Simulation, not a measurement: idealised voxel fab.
Module name: voxel released beams (process module)
FYI the section here is cut, 180 nm wide, cells are 5 nm squares.
Reading order for cross-sections: top band down to bottom band. Underlying form: a grid of square cells. Band size: one or more rows of cells. Heights first: top, then bottom, in nm. Then materials, left to right, each with a width in nm. "everywhere" on a single material: fills the band edge to edge. "air": empty space. Height is counted from the level 0, under which the received wafer is composed throughout of one material. The lowest of the bands is not closed at the bottom but continues downward, in the notation "0 down". Read "30->40" as a graded width: first number on top, second number at the bottom, same change between each pair of neighbouring rows. "stayed the same" for a step: no cell of the cross-section changed in that step. In "Sealed-off cavities" the enclosed voids are listed, meaning empty spaces of 8 cells or larger without any opening to the top. The form is width x height at distance, distance from the left edge, units nm. Step line, after settings: the simulator's comment on this step. overlay nm: on a step with a mask, how far right of its planned place the mask lay; negative means left.
# Planned step list for the process
1. RECEIVE [material Si]
2. CONFORMAL_DEP [material SiN] [thk nm 10]
3. DIRECTIONAL_DEP [material SiO2] [thk nm 20]
4. PATTERN [tone open] [mask id ANCHOR] [material resist] [width nm 35] [thk nm 15] [overlay nm 0]
5. DIRECTIONAL_ETCH [etch materials SiO2] [depth nm 20]
6. STRIP [etch materials resist]
7. CONFORMAL_DEP [material TiN] [thk nm 15]
8. DIRECTIONAL_DEP [material aC] [thk nm 15]
9. PATTERN [tone cover] [mask id BEAM] [material resist] [width nm 100] [thk nm 30] [overlay nm 0]
10. DIRECTIONAL_ETCH [etch materials aC] [depth nm 15]
11. STRIP [etch materials resist]
12. DIRECTIONAL_ETCH [etch materials TiN] [depth nm 5]
13. STRIP [etch materials aC]
14. STRIP [etch materials SiO2]
What sets these wafers apart? The depth nm at step 12. They all start alike, and the plan carries the first wafer's value.
# Incoming state of the first of several wafers in cross-section: after step 1
  0 down = Si everywhere
  Sealed-off cavities: none
# First of several wafers: cross-section at the end of the module, after step 14, its last step
  45 to 40 = 35 air, 20 TiN, 5 air, 75 TiN, 45 air
  40 to 30 = 55 TiN, 5 air, 120 TiN
  30 to 25 = 40 SiO2, 15 TiN, 5 air, 15 TiN, 105 SiO2
  25 to 10 = 40 SiO2, 35 TiN, 105 SiO2
  10 to 0 = SiN everywhere
  0 down = Si everywhere
  Sealed-off cavities: none
# last wafer at the end
  45 to 30 = 35 air, 20 TiN, 5 air, 75 TiN, 45 air
  30 to 25 = 40 air, 15 TiN, 5 air, 15 TiN, 105 air
  25 to 10 = 40 air, 35 TiN, 105 air
  10 to 0 = SiN everywhere
  0 down = Si everywhere
  Sealed-off cavities: none
# Take any row and you have a wafer at the end of the module: how many cells of each material it has gained (+) or lost (-) since it was received, and then its closed voids
depth nm 5 | +72 SiN | +116 SiO2 | +116 TiN | Sealed-off cavities: none
depth nm 10 | +72 SiN | +116 SiO2 | +100 TiN | Sealed-off cavities: none
depth nm 15 | +72 SiN | +84 TiN | Sealed-off cavities: none
depth nm 20 | +72 SiN | +84 TiN | Sealed-off cavities: none
depth nm 25 | +72 SiN | +84 TiN | Sealed-off cavities: none
depth nm 30 | +72 SiN | +84 TiN | Sealed-off cavities: none
